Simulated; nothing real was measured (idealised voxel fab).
process module | voxel transistor to metal
cross-section cut | 140 nm wide | cells 5 nm
A cross-section is a grid of square cells, given in bands from the top down. A band is one or more rows of cells.
Each band's line starts with the height of the band's top and of its bottom, in nm. Then come its materials from left to right, each with its width in nm. One material with "throughout" fills the band from edge to edge. "air" is empty space.
Height 0 is the level under which the wafer as received is all one material. The lowest band goes on downwards, as in "0 down".
A width such as "30 to 40" changes by the same amount from each row of cells to the next, from the band's top row to its bottom row.
"no change" after a step means that no cell of the cross-section changed.
closed voids: empty space of 8 cells or more with no open way to the top, each as width x height at its distance from the left edge, in nm
after a step's settings: what the simulator itself notes on the step
overlay nm, on a step with a mask: how far to the right of its planned place the mask lay; to the left if negative
plan
1 op RECEIVE | material Si
2 op OXIDIZE | depth nm 5
3 op CONFORMAL_DEP | material SiN | thk nm 10
4 op MASKED_ETCH | tone cover | mask id ACTIVE | width nm 105 | etch materials SiN | depth nm 10 | overlay nm 0
5 op MASKED_ETCH | tone cover | mask id ACTIVE | width nm 105 | etch materials SiO2 | depth nm 5 | overlay nm 0
6 op MASKED_ETCH | tone cover | mask id ACTIVE | width nm 105 | etch materials Si | depth nm 30 | overlay nm 0
7 op OXIDIZE | depth nm 5
8 op FILL_DEP | material SiO2 | thk nm 15
9 op CMP | height nm 10
10 op SELECTIVE_ETCH | etch materials SiO2 | depth nm 5
11 op STRIP | etch materials SiN
12 op SELECTIVE_ETCH | etch materials SiO2 | depth nm 5
13 op OXIDIZE | depth nm 5
14 op DIRECTIONAL_DEP | material polySi | thk nm 20
15 op DIRECTIONAL_DEP | material SiCN | thk nm 15
16 op DIRECTIONAL_DEP | material aC | thk nm 10
17 op PATTERN | tone cover | mask id GATE | material resist | width nm 25 | thk nm 25 | overlay nm 0
18 op DIRECTIONAL_ETCH | etch materials aC | depth nm 10
19 op STRIP | etch materials resist
20 op DIRECTIONAL_ETCH | etch materials SiCN | depth nm 25
21 op DIRECTIONAL_ETCH | etch materials polySi | depth nm 30
22 op STRIP | etch materials aC
23 op CONFORMAL_DEP | material SiN | thk nm 5
24 op DIRECTIONAL_ETCH | etch materials SiN | depth nm 5
25 op DIRECTIONAL_ETCH | etch materials SiO2 | depth nm 5
26 op DIRECTIONAL_ETCH | etch materials Si | depth nm 5
27 op EPI | material pSi | thk nm 10
28 op FILL_DEP | material SiO2 | thk nm 10
29 op CMP | height nm 15
30 op STRIP | etch materials polySi
31 op SELECTIVE_ETCH | etch materials SiO2 | depth nm 5
32 op CONFORMAL_DEP | material HfO2 | thk nm 5
33 op CONFORMAL_DEP | material TiN | thk nm 5
34 op FILL_DEP | material W | thk nm 5
35 op CMP | height nm 10
36 op DIRECTIONAL_DEP | material SiO2 | thk nm 10
37 op PATTERN | tone open | mask id CONTACT | material resist | width nm 15 | pitch nm 80 | thk nm 15 | overlay nm 0
38 op DIRECTIONAL_ETCH | etch materials SiO2 | depth nm 25
39 op STRIP | etch materials resist
40 op CONFORMAL_DEP | material TiN | thk nm 5
41 op FILL_DEP | material Ru | thk nm 10
42 op CMP | height nm 20
43 op CONFORMAL_DEP | material SiCN | thk nm 5
44 op DIRECTIONAL_DEP | material lowk | thk nm 20
45 op DIRECTIONAL_DEP | material aC | thk nm 15
46 op PATTERN | tone open | mask id METAL_1 | material resist | width nm 15 | pitch nm 80 | thk nm 30 | overlay nm 0
47 op DIRECTIONAL_ETCH | etch materials aC | depth nm 15
48 op STRIP | etch materials resist
49 op DIRECTIONAL_ETCH | etch materials lowk | depth nm 20
50 op DIRECTIONAL_ETCH | etch materials SiCN | depth nm 5
51 op STRIP | etch materials aC
52 op CONFORMAL_DEP | material TiN | thk nm 5
53 op FILL_DEP | material Cu | thk nm 5
54 op CMP | height nm 45
55 op CONFORMAL_DEP | material SiCN | thk nm 5
56 op DIRECTIONAL_DEP | material lowk | thk nm 35
57 op PATTERN | tone open | mask id METAL_2 | material resist | width nm 15 | pitch nm 80 | thk nm 15 | overlay nm 0
58 op DIRECTIONAL_ETCH | etch materials lowk | depth nm 20
59 op STRIP | etch materials resist
60 op MASKED_ETCH | tone open | mask id METAL_2_HOLES | width nm 15 | pitch nm 80 | etch materials lowk | depth nm 15 | overlay nm 0
61 op MASKED_ETCH | tone open | mask id METAL_2_HOLES | width nm 15 | pitch nm 80 | etch materials SiCN | depth nm 5 | overlay nm 0
62 op CONFORMAL_DEP | material TiN | thk nm 5
63 op FILL_DEP | material Ru | thk nm 10
64 op CMP | height nm 85
65 op CONFORMAL_DEP | material SiCN | thk nm 5
as received, after step 1
  0 down: Si throughout
  closed voids: none
a wafer at the end: this start, this plan, one mistake
  90 to 85: SiCN throughout
  85 to 75: lowk 15 | TiN 5 | Ru 10 | TiN 5 | lowk 60 | TiN 5 | Ru 10 | TiN 5 | lowk 25
  75 to 70: lowk 15 | TiN 10 | Ru 5 | TiN 5 | lowk 60 | TiN 10 | Ru 5 | TiN 5 | lowk 25
  70 to 65: lowk 20 | TiN 15 | lowk 65 | TiN 15 | lowk 25
  65 to 50: lowk 20 | TiN 10 | lowk 70 | TiN 10 | lowk 30
  50 to 45: SiCN 20 | TiN 10 | SiCN 70 | TiN 10 | SiCN 30
  45 to 25: lowk 20 | TiN 5 | Cu 5 | TiN 5 | lowk 65 | TiN 5 | Cu 5 | TiN 5 | lowk 25
  25 to 20: SiCN 20 | TiN 15 | SiCN 65 | TiN 15 | SiCN 25
  20 to 10: SiO2 20 | TiN 5 | Ru 5 | TiN 5 | SiO2 65 | TiN 5 | Ru 5 | TiN 5 | SiO2 25
  10 to 0: SiO2 20 | TiN 5 | Ru 5 | TiN 5 | SiO2 15 | SiN 5 | HfO2 5 | TiN 5 | W 5 | TiN 5 | HfO2 5 | SiN 5 | SiO2 15 | TiN 5 | Ru 5 | TiN 5 | SiO2 25
  0 to -5: SiO2 10 | SiN 5 | SiO2 5 | TiN 15 | SiO2 5 | pSi 10 | SiN 5 | HfO2 5 | TiN 15 | HfO2 5 | SiN 5 | pSi 10 | SiO2 5 | TiN 15 | SiO2 5 | SiN 5 | SiO2 15
  -5 to -10: SiO2 15 | pSi 35 | HfO2 35 | pSi 35 | SiO2 20
  -10 to -15: SiO2 20 | pSi 30 | Si 35 | pSi 30 | SiO2 25
  -15 to -40: SiO2 20 | Si 95 | SiO2 25
  -40 down: Si throughout
  closed voids: none
what went wrong: step 60 ran as: op MASKED_ETCH | tone open | mask id METAL_2_HOLES | width nm 15 | pitch nm 80 | etch materials lowk | depth nm 15 | overlay nm -5
